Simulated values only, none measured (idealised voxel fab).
process module | voxel wiring stack
cross-section cut | 215 nm wide | cells 5 nm
A cross-section is a grid of square cells, given in bands from the top down. A band is one or more rows of cells.
Each band's line starts with the height of the band's top and of its bottom, in nm. Then come its materials from left to right, each with its width in nm. One material with "throughout" fills the band from edge to edge. "air" is empty space.
Height 0 is the level under which the wafer as received is all one material. The lowest band goes on downwards, as in "0 down".
A width such as "30 to 40" changes by the same amount from each row of cells to the next, from the band's top row to its bottom row.
"no change" after a step means that no cell of the cross-section changed.
closed voids: empty space of 8 cells or more with no open way to the top, each as width x height at its distance from the left edge, in nm
after a step's settings: what the simulator itself notes on the step
overlay nm, on a step with a mask: how far to the right of its planned place the mask lay; to the left if negative
plan
1 op RECEIVE | material Si
2 op CONFORMAL_DEP | material SiO2 | thk nm 15
3 op DIRECTIONAL_DEP | material TiN | thk nm 5
4 op DIRECTIONAL_DEP | material Ru | thk nm 20
5 op DIRECTIONAL_DEP | material aC | thk nm 10
6 op PATTERN | tone cover | mask id METAL_1 | material resist | width nm 25 | pitch nm 50 | thk nm 30 | overlay nm 0
7 op DIRECTIONAL_ETCH | etch materials aC | depth nm 10
8 op STRIP | etch materials resist
9 op DIRECTIONAL_ETCH | etch materials Ru | depth nm 20
10 op DIRECTIONAL_ETCH | etch materials TiN | depth nm 5
11 op STRIP | etch materials aC
12 op FILL_DEP | material SiO2 | thk nm 10
13 op CMP | height nm 40
14 op CONFORMAL_DEP | material SiCN | thk nm 5
15 op DIRECTIONAL_DEP | material SiO2 | thk nm 20
16 op MASKED_ETCH | tone open | mask id PLUG_1 | width nm 15 | pitch nm 50 | etch materials SiO2 | depth nm 20 | overlay nm 0
17 op MASKED_ETCH | tone open | mask id PLUG_1 | width nm 15 | pitch nm 50 | etch materials SiCN | depth nm 5 | overlay nm 0
18 op EPI | material Ru | thk nm 10
19 op EPI | material Ru | thk nm 10
20 op EPI | material Ru | thk nm 5
21 op DIRECTIONAL_DEP | material TiN | thk nm 5
22 op DIRECTIONAL_DEP | material Ru | thk nm 15
23 op DIRECTIONAL_DEP | material aC | thk nm 10
24 op PATTERN | tone cover | mask id METAL_2 | material resist | width nm 25 | pitch nm 50 | thk nm 30 | overlay nm 0
25 op DIRECTIONAL_ETCH | etch materials aC | depth nm 10
26 op STRIP | etch materials resist
27 op DIRECTIONAL_ETCH | etch materials Ru | depth nm 15
28 op DIRECTIONAL_ETCH | etch materials TiN | depth nm 5
29 op STRIP | etch materials aC
30 op FILL_DEP | material SiO2 | thk nm 5
31 op CMP | height nm 85
32 op CONFORMAL_DEP | material SiCN | thk nm 5
33 op DIRECTIONAL_DEP | material lowk | thk nm 10
34 op MASKED_ETCH | tone open | mask id PLUG_2 | width nm 15 | pitch nm 50 | etch materials lowk | depth nm 10 | overlay nm 0
35 op MASKED_ETCH | tone open | mask id PLUG_2 | width nm 15 | pitch nm 50 | etch materials SiCN | depth nm 5 | overlay nm 0
36 op CONFORMAL_DEP | material TiN | thk nm 5
37 op FILL_DEP | material W | thk nm 5
38 op CMP | height nm 100
39 op CONFORMAL_DEP | material SiN | thk nm 5
40 op DIRECTIONAL_DEP | material SiO2 | thk nm 25
41 op PATTERN | tone open | mask id METAL_3 | material resist | width nm 25 | pitch nm 50 | thk nm 20 | overlay nm 0
42 op DIRECTIONAL_ETCH | etch materials SiO2 | depth nm 25
43 op DIRECTIONAL_ETCH | etch materials SiN | depth nm 5
44 op STRIP | etch materials resist
45 op CONFORMAL_DEP | material TiN | thk nm 5
46 op FILL_DEP | material Cu | thk nm 5
47 op CMP | height nm 130
48 op CONFORMAL_DEP | material SiCN | thk nm 5
49 op DIRECTIONAL_DEP | material SiO2 | thk nm 20
50 op MASKED_ETCH | tone open | mask id PLUG_3 | width nm 15 | etch materials SiO2 | depth nm 20 | overlay nm 0
51 op MASKED_ETCH | tone open | mask id PLUG_3 | width nm 15 | etch materials SiCN | depth nm 5 | overlay nm 0
52 op EPI | material Ru | thk nm 10
53 op EPI | material Ru | thk nm 10
54 op EPI | material Ru | thk nm 5
55 op CONFORMAL_DEP | material SiCN | thk nm 5
56 op DIRECTIONAL_DEP | material lowk | thk nm 25
57 op MASKED_ETCH | tone open | mask id METAL_4 | width nm 25 | pitch nm 50 | etch materials lowk | depth nm 25 | overlay nm 0
58 op MASKED_ETCH | tone open | mask id METAL_4 | width nm 25 | pitch nm 50 | etch materials SiCN | depth nm 5 | overlay nm 0
59 op CONFORMAL_DEP | material TiN | thk nm 5
60 op FILL_DEP | material Cu | thk nm 10
61 op CMP | height nm 185
62 op CONFORMAL_DEP | material SiN | thk nm 5
as received, after step 1
  0 down: Si throughout
  closed voids: none
a wafer at the end: this start, this plan, one mistake
  190 to 185: SiN throughout
  185 to 165: Cu 65 | TiN 5 | lowk 25 | TiN 5 | Cu 15 | TiN 5 | lowk 25 | TiN 5 | Cu 65
  165 to 160: TiN 70 | lowk 25 | TiN 25 | lowk 25 | TiN 70
  160 to 155: SiCN throughout
  155 to 135: SiO2 70 | Ru 15 | SiO2 130
  135 to 130: SiCN 70 | Ru 15 | SiCN 130
  130 to 105: SiO2 70 | TiN 5 | Cu 15 | TiN 5 | SiO2 25 | TiN 5 | Cu 15 | TiN 5 | SiO2 70
  105 to 100: SiN 70 | TiN 25 | SiN 25 | TiN 25 | SiN 70
  100 to 90: lowk 70 | TiN 5 | W 5 | TiN 5 | lowk 35 | TiN 5 | W 5 | TiN 5 | lowk 80
  90 to 85: SiCN 70 | TiN 15 | SiCN 35 | TiN 15 | SiCN 80
  85 to 70: SiO2 70 | Ru 25 | SiO2 25 | Ru 25 | SiO2 70
  70 to 65: SiO2 70 | TiN 25 | SiO2 25 | TiN 25 | SiO2 70
  65 to 45: SiO2 70 | Ru 15 | SiO2 35 | Ru 15 | SiO2 80
  45 to 40: SiCN 70 | Ru 15 | SiCN 35 | Ru 15 | SiCN 80
  40 to 20: SiO2 70 | Ru 25 | SiO2 25 | Ru 25 | SiO2 70
  20 to 15: SiO2 70 | TiN 25 | SiO2 25 | TiN 25 | SiO2 70
  15 to 0: SiO2 throughout
  0 down: Si throughout
  closed voids: none
what went wrong: step 57 ran as: op MASKED_ETCH | tone cover | mask id METAL_4 | width nm 25 | pitch nm 50 | etch materials lowk | depth nm 25 | overlay nm 0
